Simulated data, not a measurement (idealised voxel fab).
Title: Process Module voxel self aligned vias
Pictured: cross-section cut, 295 nm wide, on a grid of 5 nm square cells.
A cross-section is a grid of square cells, given in bands from the top down. A band is one or more rows of cells.
Band: top and bottom heights (nm) first, top before bottom; then materials from left to right, widths in nm. "edge to edge" marks a sole material filling the band edge to edge. "empty" denotes empty space.
Heights from 0 (as-received wafer is one material below). Bottom band endless downward, as "from 0 down".
Top row gets the first number, bottom row gets the second, and each row in between changes by the same step: that is how a band width like "30 to 40" works.
Key: "all unchanged" - step with no changed cell in the cross-section.
Voids not open to the top, 8 cells minimum: see "Closed voids list". Written width x height at distance; distance is from the left edge; nm.
Anything after a step's settings on that line? It's the simulator's own note about the step.
Among the settings permitted on a step's line is "overlay nm"; applied to a step with a mask, it specifies the extent to which the mask lay to the right of its planned position, whereas a negative figure signifies a position to the left.
Set out below are the planned steps of the process:
step 1: RECEIVE with material Si
step 2: CONFORMAL_DEP with material SiO2, thk nm 10
step 3: CONFORMAL_DEP with material SiCN, thk nm 5
step 4: DIRECTIONAL_DEP with material SiO2, thk nm 20
step 5: MASKED_ETCH with tone open, mask id LINES, width nm 25, pitch nm 55, etch materials SiO2, depth nm 20, overlay nm 0
step 6: CONFORMAL_DEP with material TiN, thk nm 5
step 7: FILL_DEP with material Ru, thk nm 5
step 8: CMP with height nm 35
step 9: SELECTIVE_ETCH with etch materials W Ru TiN, depth nm 5
step 10: FILL_DEP with material SiN, thk nm 10
step 11: CMP with height nm 35
step 12: DIRECTIONAL_DEP with material SiO2, thk nm 15
step 13: DIRECTIONAL_DEP with material aC, thk nm 15
step 14: PATTERN with tone open, mask id VIAS, material resist, width nm 35, pitch nm 55, thk nm 35, overlay nm 0
step 15: DIRECTIONAL_ETCH with etch materials aC, depth nm 15
step 16: STRIP with etch materials resist
step 17: DIRECTIONAL_ETCH with etch materials SiO2, depth nm 15
step 18: DIRECTIONAL_ETCH with etch materials SiN, depth nm 5
step 19: STRIP with etch materials aC
step 20: CONFORMAL_DEP with material TiN, thk nm 5
step 21: FILL_DEP with material Ru, thk nm 10
step 22: CMP with height nm 50
step 23: CONFORMAL_DEP with material SiN, thk nm 5
Wafer as received: cross-section following step 1:
	from 0 down  Si edge to edge
	Closed voids list: none
The plan above was carried out on the starting structure above with one mistake, and this cross-section shows the wafer at the end of the module:
	from 55 to 50  SiN edge to edge
	from 50 to 35  SiO2: 100, then TiN: 5, then Ru: 25, then TiN: 5, then SiO2: 20, then TiN: 5, then Ru: 25, then TiN: 5, then SiO2: 105
	from 35 to 30  SiN: 100, then TiN: 35, then SiN: 20, then TiN: 35, then SiN: 105
	from 30 to 15  SiO2: 105, then TiN: 5, then Ru: 15, then TiN: 5, then SiO2: 30, then TiN: 5, then Ru: 15, then TiN: 5, then SiO2: 110
	from 15 to 10  SiO2: 105, then TiN: 25, then SiO2: 30, then TiN: 25, then SiO2: 110
	from 10 to 0  SiO2 edge to edge
	from 0 down  Si edge to edge
	Closed voids list: none
Deviation from plan: with respect to the plan, step 3 was omitted and not executed
